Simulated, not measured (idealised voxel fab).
Process module, titled voxel wiring stack
The figure presents cross-section cut, which has a width of 275 nm and is divided into square cells with an edge length of 5 nm.
A cross-section is a grid of square cells, given in bands from the top down. A band is one or more rows of cells. Band: top and bottom heights (nm) first, top before bottom; then materials from left to right, widths in nm. "throughout" marks a sole material filling the band edge to edge. "blank" denotes empty space. Height reference: 0 = level under which incoming wafer is all one material. Lowest band: no bottom, runs on downward, e.g. "top 0, no bottom". A two-number width, for instance "30->40", indicates that the width is equal to the first number in the top row of the band and to the second number in the bottom row, and that it changes by a constant amount per row of cells. Step marked "remained unchanged"? Then no cell in the cross-section changed in it. This entry, "Closed void entries", enumerates those empty regions of no fewer than 8 cells that possess no open connection to the top. Each region is reported in the form width x height at distance, the distance being taken from the left edge, with all three quantities expressed in nm. Anything after a step's settings on that line? It's the simulator's own note about the step. If you see "overlay nm" on a step's line and that step has a mask, it's telling you how far right of where it was planned the mask ended up; a negative number means it went left instead. Each pair of cross-sections that follows straddles one process step: the one shows the state before the step, the other the state after it, down to the lowest band that changed and no further. The step in question, and its settings, are given under the pair. Note that a pair is not necessarily a continuation of the pair above it, since pairs can come from different runs of this module on the same starting wafer; it is a continuation only where its entry headed "Ex-ante state" says so.

# Ex-ante state
    top 0, no bottom: Si throughout
    Closed void entries: none

# Sectional Result
    top 15, bottom 0: SiO2 throughout
    Under the height 0 nothing was changed.
    Closed void entries: none
In between the before and after cross-sections above, the step is op CONFORMAL_DEP | material SiO2 | thk nm 15

Ex-ante state: the after view from the pair directly above serves as the before view here.

# Sectional Result
    top 20, bottom 15: SiCN throughout
    Under the height 15 nothing was changed.
    Closed void entries: none
In between the before and after cross-sections above, the step is op CONFORMAL_DEP | material SiCN | thk nm 5

Ex-ante state: the after view from the pair directly above serves as the before view here.

# Sectional Result
    top 40, bottom 20: SiO2 throughout
    Under the height 20 nothing was changed.
    Closed void entries: none
In between the before and after cross-sections above, the step is op DIRECTIONAL_DEP | material SiO2 | thk nm 20

Ex-ante state: the after view from the pair directly above serves as the before view here.

# Sectional Result
    top 55, bottom 40: aC throughout
    Under the height 40 nothing was changed.
    Closed void entries: none
In between the before and after cross-sections above, the step is op DIRECTIONAL_DEP | material aC | thk nm 15

Ex-ante state: the after view from the pair directly above serves as the before view here.

# Sectional Result
    top 85, bottom 55: 75 of resist, 30 of blank, 15 of resist, 30 of blank, 15 of resist, 30 of blank, 80 of resist
    Under the height 55 nothing was changed.
    Closed void entries: none
In between the before and after cross-sections above, the step is op PATTERN | tone open | mask id METAL_1 | material resist | width nm 30 | pitch nm 45 | thk nm 30 | overlay nm 0

Ex-ante state: the after view from the pair directly above serves as the before view here.

# Sectional Result
    top 70, bottom 55: 75 of resist, 30 of blank, 15 of resist, 30 of blank, 15 of resist, 30 of blank, 80 of resist
    top 55, bottom 40: 75 of aC, 30 of blank, 15 of aC, 30 of blank, 15 of aC, 30 of blank, 80 of aC
    Under the height 40 nothing was changed.
    Closed void entries: none
In between the before and after cross-sections above, the step is op DIRECTIONAL_ETCH | etch materials aC | depth nm 15

Ex-ante state: the after view from the pair directly above serves as the before view here.

# Sectional Result
    top 55, bottom 40: 75 of aC, 30 of blank, 15 of aC, 30 of blank, 15 of aC, 30 of blank, 80 of aC
    Under the height 40 nothing was changed.
    Closed void entries: none
In between the before and after cross-sections above, the step is op STRIP | etch materials resist

Ex-ante state: the after view from the pair directly above serves as the before view here.

# Sectional Result
    top 55, bottom 40: 75 of aC, 30 of blank, 15 of aC, 30 of blank, 15 of aC, 30 of blank, 80 of aC
    top 40, bottom 20: 75 of SiO2, 30 of blank, 15 of SiO2, 30 of blank, 15 of SiO2, 30 of blank, 80 of SiO2
    Under the height 20 nothing was changed.
    Closed void entries: none
In between the before and after cross-sections above, the step is op DIRECTIONAL_ETCH | etch materials SiO2 | depth nm 20

Ex-ante state: the after view from the pair directly above serves as the before view here.

# Sectional Result
    top 55, bottom 40: 75 of aC, 30 of blank, 15 of aC, 30 of blank, 15 of aC, 30 of blank, 80 of aC
    top 40, bottom 20: 75 of SiO2, 30 of blank, 15 of SiO2, 30 of blank, 15 of SiO2, 30 of blank, 80 of SiO2
    top 20, bottom 15: 75 of SiCN, 30 of blank, 15 of SiCN, 30 of blank, 15 of SiCN, 30 of blank, 80 of SiCN
    Under the height 15 nothing was changed.
    Closed void entries: none
In between the before and after cross-sections above, the step is op DIRECTIONAL_ETCH | etch materials SiCN | depth nm 5

Ex-ante state: the after view from the pair directly above serves as the before view here.

# Sectional Result
    top 40, bottom 20: 75 of SiO2, 30 of blank, 15 of SiO2, 30 of blank, 15 of SiO2, 30 of blank, 80 of SiO2
    Under the height 20 nothing was changed.
    Closed void entries: none
In between the before and after cross-sections above, the step is op STRIP | etch materials aC

Ex-ante state: the after view from the pair directly above serves as the before view here.

# Sectional Result
    top 45, bottom 40: 80 of TiN, 20 of blank, 25 of TiN, 20 of blank, 25 of TiN, 20 of blank, 85 of TiN
    top 40, bottom 20: 75 of SiO2, 5 of TiN, 20 of blank, 5 of TiN, 15 of SiO2, 5 of TiN, 20 of blank, 5 of TiN, 15 of SiO2, 5 of TiN, 20 of blank, 5 of TiN, 80 of SiO2
    top 20, bottom 15: 75 of SiCN, 30 of TiN, 15 of SiCN, 30 of TiN, 15 of SiCN, 30 of TiN, 80 of SiCN
    Under the height 15 nothing was changed.
    Closed void entries: none
In between the before and after cross-sections above, the step is op CONFORMAL_DEP | material TiN | thk nm 5

Ex-ante state: the after view from the pair directly above serves as the before view here.

# Sectional Result
    top 50, bottom 45: Cu throughout
    top 45, bottom 40: 80 of TiN, 20 of Cu, 25 of TiN, 20 of Cu, 25 of TiN, 20 of Cu, 85 of TiN
    top 40, bottom 20: 75 of SiO2, 5 of TiN, 20 of Cu, 5 of TiN, 15 of SiO2, 5 of TiN, 20 of Cu, 5 of TiN, 15 of SiO2, 5 of TiN, 20 of Cu, 5 of TiN, 80 of SiO2
    Under the height 20 nothing was changed.
    Closed void entries: none
In between the before and after cross-sections above, the step is op FILL_DEP | material Cu | thk nm 5

Ex-ante state: the after view from the pair directly above serves as the before view here.

# Sectional Result
    top 40, bottom 20: 75 of SiO2, 5 of TiN, 20 of Cu, 5 of TiN, 15 of SiO2, 5 of TiN, 20 of Cu, 5 of TiN, 15 of SiO2, 5 of TiN, 20 of Cu, 5 of TiN, 80 of SiO2
    Under the height 20 nothing was changed.
    Closed void entries: none
In between the before and after cross-sections above, the step is op CMP | height nm 40

Ex-ante state: the after view from the pair directly above serves as the before view here.

# Sectional Result
    top 45, bottom 40: SiCN throughout
    Under the height 40 nothing was changed.
    Closed void entries: none
In between the before and after cross-sections above, the step is op CONFORMAL_DEP | material SiCN | thk nm 5

Ex-ante state: the after view from the pair directly above serves as the before view here.

# Sectional Result
    top 75, bottom 45: lowk throughout
    Under the height 45 nothing was changed.
    Closed void entries: none
In between the before and after cross-sections above, the step is op DIRECTIONAL_DEP | material lowk | thk nm 30

Ex-ante state: the after view from the pair directly above serves as the before view here.

# Sectional Result
    top 90, bottom 75: 75 of resist, 30 of blank, 15 of resist, 30 of blank, 15 of resist, 30 of blank, 80 of resist
    Under the height 75 nothing was changed.
    Closed void entries: none
In between the before and after cross-sections above, the step is op PATTERN | tone open | mask id METAL_2 | material resist | width nm 30 | pitch nm 45 | thk nm 15 | overlay nm 0

Ex-ante state: the after view from the pair directly above serves as the before view here.

# Sectional Result
    top 90, bottom 75: 75 of resist, 30 of blank, 15 of resist, 30 of blank, 15 of resist, 30 of blank, 80 of resist
    top 75, bottom 60: 75 of lowk, 30 of blank, 15 of lowk, 30 of blank, 15 of lowk, 30 of blank, 80 of lowk
    Under the height 60 nothing was changed.
    Closed void entries: none
In between the before and after cross-sections above, the step is op DIRECTIONAL_ETCH | etch materials lowk | depth nm 15

Ex-ante state: the after view from the pair directly above serves as the before view here.

# Sectional Result
    top 75, bottom 60: 75 of lowk, 30 of blank, 15 of lowk, 30 of blank, 15 of lowk, 30 of blank, 80 of lowk
    Under the height 60 nothing was changed.
    Closed void entries: none
In between the before and after cross-sections above, the step is op STRIP | etch materials resist

Ex-ante state: the after view from the pair directly above serves as the before view here.

# Sectional Result
    top 95, bottom 75: 75 of resist, 15 of blank, 75 of resist, 15 of blank, 95 of resist
    top 75, bottom 60: 75 of lowk, 15 of blank, 15 of resist, 15 of lowk, 30 of resist, 15 of lowk, 15 of blank, 15 of resist, 80 of lowk
    Under the height 60 nothing was changed.
    Closed void entries: none
In between the before and after cross-sections above, the step is op PATTERN | tone open | mask id METAL_2_HOLES | material resist | width nm 15 | pitch nm 90 | thk nm 20 | overlay nm 0

Ex-ante state: the after view from the pair directly above serves as the before view here.

# Sectional Result
    top 95, bottom 75: 75 of resist, 15 of blank, 75 of resist, 15 of blank, 95 of resist
    top 75, bottom 60: 75 of lowk, 15 of blank, 15 of resist, 15 of lowk, 30 of resist, 15 of lowk, 15 of blank, 15 of resist, 80 of lowk
    top 60, bottom 45: 75 of lowk, 15 of blank, 75 of lowk, 15 of blank, 95 of lowk
    Under the height 45 nothing was changed.
    Closed void entries: none
In between the before and after cross-sections above, the step is op DIRECTIONAL_ETCH | etch materials lowk | depth nm 15

Ex-ante state: the after view from the pair directly above serves as the before view here.

# Sectional Result
    top 95, bottom 75: 75 of resist, 15 of blank, 75 of resist, 15 of blank, 95 of resist
    top 75, bottom 60: 75 of lowk, 15 of blank, 15 of resist, 15 of lowk, 30 of resist, 15 of lowk, 15 of blank, 15 of resist, 80 of lowk
    top 60, bottom 45: 75 of lowk, 15 of blank, 75 of lowk, 15 of blank, 95 of lowk
    top 45, bottom 40: 75 of SiCN, 15 of blank, 75 of SiCN, 15 of blank, 95 of SiCN
    Under the height 40 nothing was changed.
    Closed void entries: none
In between the before and after cross-sections above, the step is op DIRECTIONAL_ETCH | etch materials SiCN | depth nm 5

Ex-ante state: the after view from the pair directly above serves as the before view here.

# Sectional Result
    top 75, bottom 60: 75 of lowk, 30 of blank, 15 of lowk, 30 of blank, 15 of lowk, 30 of blank, 80 of lowk
    Under the height 60 nothing was changed.
    Closed void entries: none
In between the before and after cross-sections above, the step is op STRIP | etch materials resist

Ex-ante state: the after view from the pair directly above serves as the before view here.

# Sectional Result
    top 80, bottom 75: 80 of TiN, 20 of blank, 25 of TiN, 20 of blank, 25 of TiN, 20 of blank, 85 of TiN
    top 75, bottom 65: 75 of lowk, 5 of TiN, 20 of blank, 5 of TiN, 15 of lowk, 5 of TiN, 20 of blank, 5 of TiN, 15 of lowk, 5 of TiN, 20 of blank, 5 of TiN, 80 of lowk
    top 65, bottom 60: 75 of lowk, 5 of TiN, 5 of blank, 20 of TiN, 15 of lowk, 30 of TiN, 15 of lowk, 5 of TiN, 5 of blank, 20 of TiN, 80 of lowk
    top 60, bottom 45: 75 of lowk, 5 of TiN, 5 of blank, 5 of TiN, 75 of lowk, 5 of TiN, 5 of blank, 5 of TiN, 95 of lowk
    top 45, bottom 40: 75 of SiCN, 15 of TiN, 75 of SiCN, 15 of TiN, 95 of SiCN
    Under the height 40 nothing was changed.
    Closed void entries: none
In between the before and after cross-sections above, the step is op CONFORMAL_DEP | material TiN | thk nm 5

Ex-ante state: the after view from the pair directly above serves as the before view here.

# Sectional Result
    top 85, bottom 80: Cu throughout
    top 80, bottom 75: 80 of TiN, 20 of Cu, 25 of TiN, 20 of Cu, 25 of TiN, 20 of Cu, 85 of TiN
    top 75, bottom 65: 75 of lowk, 5 of TiN, 20 of Cu, 5 of TiN, 15 of lowk, 5 of TiN, 20 of Cu, 5 of TiN, 15 of lowk, 5 of TiN, 20 of Cu, 5 of TiN, 80 of lowk
    top 65, bottom 60: 75 of lowk, 5 of TiN, 5 of Cu, 20 of TiN, 15 of lowk, 30 of TiN, 15 of lowk, 5 of TiN, 5 of Cu, 20 of TiN, 80 of lowk
    top 60, bottom 45: 75 of lowk, 5 of TiN, 5 of Cu, 5 of TiN, 75 of lowk, 5 of TiN, 5 of Cu, 5 of TiN, 95 of lowk
    Under the height 45 nothing was changed.
    Closed void entries: none
In between the before and after cross-sections above, the step is op FILL_DEP | material Cu | thk nm 5

Ex-ante state: the after view from the pair directly above serves as the before view here.

# Sectional Result
    top 75, bottom 65: 75 of lowk, 5 of TiN, 20 of Cu, 5 of TiN, 15 of lowk, 5 of TiN, 20 of Cu, 5 of TiN, 15 of lowk, 5 of TiN, 20 of Cu, 5 of TiN, 80 of lowk
    Under the height 65 nothing was changed.
    Closed void entries: none
In between the before and after cross-sections above, the step is op CMP | height nm 75

Ex-ante state: the after view from the pair directly above serves as the before view here.

# Sectional Result
    top 80, bottom 75: SiCN throughout
    Under the height 75 nothing was changed.
    Closed void entries: none
In between the before and after cross-sections above, the step is op CONFORMAL_DEP | material SiCN | thk nm 5

Ex-ante state: the after view from the pair directly above serves as the before view here.

# Sectional Result
    top 105, bottom 80: lowk throughout
    Under the height 80 nothing was changed.
    Closed void entries: none
In between the before and after cross-sections above, the step is op DIRECTIONAL_DEP | material lowk | thk nm 25

Ex-ante state: the after view from the pair directly above serves as the before view here.

# Sectional Result
    top 120, bottom 105: aC throughout
    Under the height 105 nothing was changed.
    Closed void entries: none
In between the before and after cross-sections above, the step is op DIRECTIONAL_DEP | material aC | thk nm 15

Ex-ante state: the after view from the pair directly above serves as the before view here.

# Sectional Result
    top 150, bottom 120: 75 of resist, 30 of blank, 15 of resist, 30 of blank, 15 of resist, 30 of blank, 80 of resist
    Under the height 120 nothing was changed.
    Closed void entries: none
In between the before and after cross-sections above, the step is op PATTERN | tone open | mask id METAL_3 | material resist | width nm 30 | pitch nm 45 | thk nm 30 | overlay nm 0

Ex-ante state: the after view from the pair directly above serves as the before view here.

# Sectional Result
    top 135, bottom 120: 75 of resist, 30 of blank, 15 of resist, 30 of blank, 15 of resist, 30 of blank, 80 of resist
    top 120, bottom 105: 75 of aC, 30 of blank, 15 of aC, 30 of blank, 15 of aC, 30 of blank, 80 of aC
    Under the height 105 nothing was changed.
    Closed void entries: none
In between the before and after cross-sections above, the step is op DIRECTIONAL_ETCH | etch materials aC | depth nm 15

Ex-ante state: the after view from the pair directly above serves as the before view here.

# Sectional Result
    top 120, bottom 105: 75 of aC, 30 of blank, 15 of aC, 30 of blank, 15 of aC, 30 of blank, 80 of aC
    Under the height 105 nothing was changed.
    Closed void entries: none
In between the before and after cross-sections above, the step is op STRIP | etch materials resist

Ex-ante state: the after view from the pair directly above serves as the before view here.

# Sectional Result
    top 120, bottom 105: 75 of aC, 30 of blank, 15 of aC, 30 of blank, 15 of aC, 30 of blank, 80 of aC
    top 105, bottom 90: 75 of lowk, 30 of blank, 15 of lowk, 30 of blank, 15 of lowk, 30 of blank, 80 of lowk
    Under the height 90 nothing was changed.
    Closed void entries: none
In between the before and after cross-sections above, the step is op DIRECTIONAL_ETCH | etch materials lowk | depth nm 15

Ex-ante state: the after view from the pair directly above serves as the before view here.

# Sectional Result
    top 105, bottom 90: 75 of lowk, 30 of blank, 15 of lowk, 30 of blank, 15 of lowk, 30 of blank, 80 of lowk
    Under the height 90 nothing was changed.
    Closed void entries: none
In between the before and after cross-sections above, the step is op STRIP | etch materials aC

Ex-ante state: the after view from the pair directly above serves as the before view here.

# Sectional Result
    top 115, bottom 105: 75 of aC, 30 of blank, 15 of aC, 30 of blank, 15 of aC, 30 of blank, 80 of aC
    top 105, bottom 100: 75 of lowk, 30 of blank, 15 of lowk, 30 of blank, 15 of lowk, 30 of blank, 80 of lowk
    top 100, bottom 90: 75 of lowk, 30 of aC, 15 of lowk, 30 of aC, 15 of lowk, 30 of aC, 80 of lowk
    Under the height 90 nothing was changed.
    Closed void entries: none
In between the before and after cross-sections above, the step is op DIRECTIONAL_DEP | material aC | thk nm 10

Ex-ante state: the after view from the pair directly above serves as the before view here.

# Sectional Result
    top 140, bottom 115: 75 of resist, 15 of blank, 75 of resist, 15 of blank, 95 of resist
    top 115, bottom 105: 75 of aC, 15 of blank, 15 of resist, 15 of aC, 30 of resist, 15 of aC, 15 of blank, 15 of resist, 80 of aC
    top 105, bottom 100: 75 of lowk, 15 of blank, 15 of resist, 15 of lowk, 30 of resist, 15 of lowk, 15 of blank, 15 of resist, 80 of lowk
    Under the height 100 nothing was changed.
    Closed void entries: none
In between the before and after cross-sections above, the step is op PATTERN | tone open | mask id METAL_3_HOLES | material resist | width nm 15 | pitch nm 90 | thk nm 25 | overlay nm 0

Ex-ante state: the after view from the pair directly above serves as the before view here.

# Sectional Result
    top 130, bottom 115: 75 of resist, 15 of blank, 75 of resist, 15 of blank, 95 of resist
    top 115, bottom 105: 75 of aC, 15 of blank, 15 of resist, 15 of aC, 30 of resist, 15 of aC, 15 of blank, 15 of resist, 80 of aC
    top 105, bottom 100: 75 of lowk, 15 of blank, 15 of resist, 15 of lowk, 30 of resist, 15 of lowk, 15 of blank, 15 of resist, 80 of lowk
    top 100, bottom 90: 75 of lowk, 15 of blank, 15 of aC, 15 of lowk, 30 of aC, 15 of lowk, 15 of blank, 15 of aC, 80 of lowk
    Under the height 90 nothing was changed.
    Closed void entries: none
In between the before and after cross-sections above, the step is op DIRECTIONAL_ETCH | etch materials aC | depth nm 10

Ex-ante state: the after view from the pair directly above serves as the before view here.

# Sectional Result
    top 115, bottom 105: 75 of aC, 30 of blank, 15 of aC, 30 of blank, 15 of aC, 30 of blank, 80 of aC
    top 105, bottom 100: 75 of lowk, 30 of blank, 15 of lowk, 30 of blank, 15 of lowk, 30 of blank, 80 of lowk
    Under the height 100 nothing was changed.
    Closed void entries: none
In between the before and after cross-sections above, the step is op STRIP | etch materials resist

Ex-ante state: the after view from the pair directly above serves as the before view here.

# Sectional Result
    top 115, bottom 105: 75 of aC, 30 of blank, 15 of aC, 30 of blank, 15 of aC, 30 of blank, 80 of aC
    top 105, bottom 100: 75 of lowk, 30 of blank, 15 of lowk, 30 of blank, 15 of lowk, 30 of blank, 80 of lowk
    top 100, bottom 90: 75 of lowk, 15 of blank, 15 of aC, 15 of lowk, 30 of aC, 15 of lowk, 15 of blank, 15 of aC, 80 of lowk
    top 90, bottom 80: 75 of lowk, 15 of blank, 75 of lowk, 15 of blank, 95 of lowk
    Under the height 80 nothing was changed.
    Closed void entries: none
In between the before and after cross-sections above, the step is op DIRECTIONAL_ETCH | etch materials lowk | depth nm 10

Ex-ante state: the after view from the pair directly above serves as the before view here.

# Sectional Result
    top 115, bottom 105: 75 of aC, 30 of blank, 15 of aC, 30 of blank, 15 of aC, 30 of blank, 80 of aC
    top 105, bottom 100: 75 of lowk, 30 of blank, 15 of lowk, 30 of blank, 15 of lowk, 30 of blank, 80 of lowk
    top 100, bottom 90: 75 of lowk, 15 of blank, 15 of aC, 15 of lowk, 30 of aC, 15 of lowk, 15 of blank, 15 of aC, 80 of lowk
    top 90, bottom 80: 75 of lowk, 15 of blank, 75 of lowk, 15 of blank, 95 of lowk
    top 80, bottom 75: 75 of SiCN, 15 of blank, 75 of SiCN, 15 of blank, 95 of SiCN
    Under the height 75 nothing was changed.
    Closed void entries: none
In between the before and after cross-sections above, the step is op DIRECTIONAL_ETCH | etch materials SiCN | depth nm 5

Ex-ante state: the after view from the pair directly above serves as the before view here.

# Sectional Result
    top 105, bottom 90: 75 of lowk, 30 of blank, 15 of lowk, 30 of blank, 15 of lowk, 30 of blank, 80 of lowk
    Under the height 90 nothing was changed.
    Closed void entries: none
In between the before and after cross-sections above, the step is op STRIP | etch materials aC

Ex-ante state: the after view from the pair directly above serves as the before view here.

# Sectional Result
    top 110, bottom 105: 80 of TiN, 20 of blank, 25 of TiN, 20 of blank, 25 of TiN, 20 of blank, 85 of TiN
    top 105, bottom 95: 75 of lowk, 5 of TiN, 20 of blank, 5 of TiN, 15 of lowk, 5 of TiN, 20 of blank, 5 of TiN, 15 of lowk, 5 of TiN, 20 of blank, 5 of TiN, 80 of lowk
    top 95, bottom 90: 75 of lowk, 5 of TiN, 5 of blank, 20 of TiN, 15 of lowk, 30 of TiN, 15 of lowk, 5 of TiN, 5 of blank, 20 of TiN, 80 of lowk
    top 90, bottom 80: 75 of lowk, 5 of TiN, 5 of blank, 5 of TiN, 75 of lowk, 5 of TiN, 5 of blank, 5 of TiN, 95 of lowk
    top 80, bottom 75: 75 of SiCN, 15 of TiN, 75 of SiCN, 15 of TiN, 95 of SiCN
    Under the height 75 nothing was changed.
    Closed void entries: none
In between the before and after cross-sections above, the step is op CONFORMAL_DEP | material TiN | thk nm 5

Ex-ante state: the after view from the pair directly above serves as the before view here.

# Sectional Result
    top 115, bottom 110: Cu throughout
    top 110, bottom 105: 80 of TiN, 20 of Cu, 25 of TiN, 20 of Cu, 25 of TiN, 20 of Cu, 85 of TiN
    top 105, bottom 95: 75 of lowk, 5 of TiN, 20 of Cu, 5 of TiN, 15 of lowk, 5 of TiN, 20 of Cu, 5 of TiN, 15 of lowk, 5 of TiN, 20 of Cu, 5 of TiN, 80 of lowk
    top 95, bottom 90: 75 of lowk, 5 of TiN, 5 of Cu, 20 of TiN, 15 of lowk, 30 of TiN, 15 of lowk, 5 of TiN, 5 of Cu, 20 of TiN, 80 of lowk
    top 90, bottom 80: 75 of lowk, 5 of TiN, 5 of Cu, 5 of TiN, 75 of lowk, 5 of TiN, 5 of Cu, 5 of TiN, 95 of lowk
    Under the height 80 nothing was changed.
    Closed void entries: none
In between the before and after cross-sections above, the step is op FILL_DEP | material Cu | thk nm 5

Ex-ante state: the after view from the pair directly above serves as the before view here.

# Sectional Result
    top 105, bottom 95: 75 of lowk, 5 of TiN, 20 of Cu, 5 of TiN, 15 of lowk, 5 of TiN, 20 of Cu, 5 of TiN, 15 of lowk, 5 of TiN, 20 of Cu, 5 of TiN, 80 of lowk
    Under the height 95 nothing was changed.
    Closed void entries: none
In between the before and after cross-sections above, the step is op CMP | height nm 105

Ex-ante state: the after view from the pair directly above serves as the before view here.

# Sectional Result
    top 110, bottom 105: SiCN throughout
    Under the height 105 nothing was changed.
    Closed void entries: none
In between the before and after cross-sections above, the step is op CONFORMAL_DEP | material SiCN | thk nm 5

# Ex-ante state
    top 15, bottom 0: SiO2 throughout
    top 0, no bottom: Si throughout
    Closed void entries: none

# Sectional Result
    top 35, bottom 0: SiO2 throughout
    Under the height 0 nothing was changed.
    Closed void entries: none
In between the before and after cross-sections above, the step is op DIRECTIONAL_DEP | material SiO2 | thk nm 20

Ex-ante state: the after view from the pair directly above serves as the before view here.

# Sectional Result
    top 50, bottom 35: aC throughout
    Under the height 35 nothing was changed.
    Closed void entries: none
In between the before and after cross-sections above, the step is op DIRECTIONAL_DEP | material aC | thk nm 15

Ex-ante state: the after view from the pair directly above serves as the before view here.

# Sectional Result
    top 80, bottom 50: 75 of resist, 30 of blank, 15 of resist, 30 of blank, 15 of resist, 30 of blank, 80 of resist
    Under the height 50 nothing was changed.
    Closed void entries: none
In between the before and after cross-sections above, the step is op PATTERN | tone open | mask id METAL_1 | material resist | width nm 30 | pitch nm 45 | thk nm 30 | overlay nm 0

Ex-ante state: the after view from the pair directly above serves as the before view here.

# Sectional Result
    top 65, bottom 50: 75 of resist, 30 of blank, 15 of resist, 30 of blank, 15 of resist, 30 of blank, 80 of resist
    top 50, bottom 35: 75 of aC, 30 of blank, 15 of aC, 30 of blank, 15 of aC, 30 of blank, 80 of aC
    Under the height 35 nothing was changed.
    Closed void entries: none
In between the before and after cross-sections above, the step is op DIRECTIONAL_ETCH | etch materials aC | depth nm 15

Ex-ante state: the after view from the pair directly above serves as the before view here.

# Sectional Result
    top 50, bottom 35: 75 of aC, 30 of blank, 15 of aC, 30 of blank, 15 of aC, 30 of blank, 80 of aC
    Under the height 35 nothing was changed.
    Closed void entries: none
In between the before and after cross-sections above, the step is op STRIP | etch materials resist

Ex-ante state: the after view from the pair directly above serves as the before view here.

# Sectional Result
    top 50, bottom 35: 75 of aC, 30 of blank, 15 of aC, 30 of blank, 15 of aC, 30 of blank, 80 of aC
    top 35, bottom 15: 75 of SiO2, 30 of blank, 15 of SiO2, 30 of blank, 15 of SiO2, 30 of blank, 80 of SiO2
    Under the height 15 nothing was changed.
    Closed void entries: none
In between the before and after cross-sections above, the step is op DIRECTIONAL_ETCH | etch materials SiO2 | depth nm 20

Ex-ante state: the after view from the pair directly above serves as the before view here.

# Sectional Result
    top 35, bottom 15: 75 of SiO2, 30 of blank, 15 of SiO2, 30 of blank, 15 of SiO2, 30 of blank, 80 of SiO2
    Under the height 15 nothing was changed.
    Closed void entries: none
In between the before and after cross-sections above, the step is op STRIP | etch materials aC

Ex-ante state: the after view from the pair directly above serves as the before view here.

# Sectional Result
    top 40, bottom 35: 80 of TiN, 20 of blank, 25 of TiN, 20 of blank, 25 of TiN, 20 of blank, 85 of TiN
    top 35, bottom 20: 75 of SiO2, 5 of TiN, 20 of blank, 5 of TiN, 15 of SiO2, 5 of TiN, 20 of blank, 5 of TiN, 15 of SiO2, 5 of TiN, 20 of blank, 5 of TiN, 80 of SiO2
    top 20, bottom 15: 75 of SiO2, 30 of TiN, 15 of SiO2, 30 of TiN, 15 of SiO2, 30 of TiN, 80 of SiO2
    Under the height 15 nothing was changed.
    Closed void entries: none
In between the before and after cross-sections above, the step is op CONFORMAL_DEP | material TiN | thk nm 5

Ex-ante state: the after view from the pair directly above serves as the before view here.

# Sectional Result
    top 45, bottom 40: Cu throughout
    top 40, bottom 35: 80 of TiN, 20 of Cu, 25 of TiN, 20 of Cu, 25 of TiN, 20 of Cu, 85 of TiN
    top 35, bottom 20: 75 of SiO2, 5 of TiN, 20 of Cu, 5 of TiN, 15 of SiO2, 5 of TiN, 20 of Cu, 5 of TiN, 15 of SiO2, 5 of TiN, 20 of Cu, 5 of TiN, 80 of SiO2
    Under the height 20 nothing was changed.
    Closed void entries: none
In between the before and after cross-sections above, the step is op FILL_DEP | material Cu | thk nm 5

Ex-ante state: the after view from the pair directly above serves as the before view here.

# Sectional Result
    top 40, bottom 35: 80 of TiN, 20 of Cu, 25 of TiN, 20 of Cu, 25 of TiN, 20 of Cu, 85 of TiN
    Under the height 35 nothing was changed.
    Closed void entries: none
In between the before and after cross-sections above, the step is op CMP | height nm 40

Ex-ante state: the after view from the pair directly above serves as the before view here.

# Sectional Result
    top 45, bottom 40: SiCN throughout
    Under the height 40 nothing was changed.
    Closed void entries: none
In between the before and after cross-sections above, the step is op CONFORMAL_DEP | material SiCN | thk nm 5

Ex-ante state: the after view from the pair directly above serves as the before view here.

# Sectional Result
    top 75, bottom 45: lowk throughout
    Under the height 45 nothing was changed.
    Closed void entries: none
In between the before and after cross-sections above, the step is op DIRECTIONAL_DEP | material lowk | thk nm 30

Ex-ante state: the after view from the pair directly above serves as the before view here.

# Sectional Result
    top 90, bottom 75: 75 of resist, 30 of blank, 15 of resist, 30 of blank, 15 of resist, 30 of blank, 80 of resist
    Under the height 75 nothing was changed.
    Closed void entries: none
In between the before and after cross-sections above, the step is op PATTERN | tone open | mask id METAL_2 | material resist | width nm 30 | pitch nm 45 | thk nm 15 | overlay nm 0

Ex-ante state: the after view from the pair directly above serves as the before view here.

# Sectional Result
    top 90, bottom 75: 75 of resist, 30 of blank, 15 of resist, 30 of blank, 15 of resist, 30 of blank, 80 of resist
    top 75, bottom 60: 75 of lowk, 30 of blank, 15 of lowk, 30 of blank, 15 of lowk, 30 of blank, 80 of lowk
    Under the height 60 nothing was changed.
    Closed void entries: none
In between the before and after cross-sections above, the step is op DIRECTIONAL_ETCH | etch materials lowk | depth nm 15

Ex-ante state: the after view from the pair directly above serves as the before view here.

# Sectional Result
    top 75, bottom 60: 75 of lowk, 30 of blank, 15 of lowk, 30 of blank, 15 of lowk, 30 of blank, 80 of lowk
    Under the height 60 nothing was changed.
    Closed void entries: none
In between the before and after cross-sections above, the step is op STRIP | etch materials resist

Ex-ante state: the after view from the pair directly above serves as the before view here.

# Sectional Result
    top 95, bottom 75: 75 of resist, 15 of blank, 75 of resist, 15 of blank, 95 of resist
    top 75, bottom 60: 75 of lowk, 15 of blank, 15 of resist, 15 of lowk, 30 of resist, 15 of lowk, 15 of blank, 15 of resist, 80 of lowk
    Under the height 60 nothing was changed.
    Closed void entries: none
In between the before and after cross-sections above, the step is op PATTERN | tone open | mask id METAL_2_HOLES | material resist | width nm 15 | pitch nm 90 | thk nm 20 | overlay nm 0

Ex-ante state: the after view from the pair directly above serves as the before view here.

# Sectional Result
    top 95, bottom 75: 75 of resist, 15 of blank, 75 of resist, 15 of blank, 95 of resist
    top 75, bottom 60: 75 of lowk, 15 of blank, 15 of resist, 15 of lowk, 30 of resist, 15 of lowk, 15 of blank, 15 of resist, 80 of lowk
    top 60, bottom 45: 75 of lowk, 15 of blank, 75 of lowk, 15 of blank, 95 of lowk
    Under the height 45 nothing was changed.
    Closed void entries: none
In between the before and after cross-sections above, the step is op DIRECTIONAL_ETCH | etch materials lowk | depth nm 15

Ex-ante state: the after view from the pair directly above serves as the before view here.

# Sectional Result
    top 95, bottom 75: 75 of resist, 15 of blank, 75 of resist, 15 of blank, 95 of resist
    top 75, bottom 60: 75 of lowk, 15 of blank, 15 of resist, 15 of lowk, 30 of resist, 15 of lowk, 15 of blank, 15 of resist, 80 of lowk
    top 60, bottom 45: 75 of lowk, 15 of blank, 75 of lowk, 15 of blank, 95 of lowk
    top 45, bottom 40: 75 of SiCN, 15 of blank, 75 of SiCN, 15 of blank, 95 of SiCN
    Under the height 40 nothing was changed.
    Closed void entries: none
In between the before and after cross-sections above, the step is op DIRECTIONAL_ETCH | etch materials SiCN | depth nm 5

Ex-ante state: the after view from the pair directly above serves as the before view here.

# Sectional Result
    top 75, bottom 60: 75 of lowk, 30 of blank, 15 of lowk, 30 of blank, 15 of lowk, 30 of blank, 80 of lowk
    Under the height 60 nothing was changed.
    Closed void entries: none
In between the before and after cross-sections above, the step is op STRIP | etch materials resist
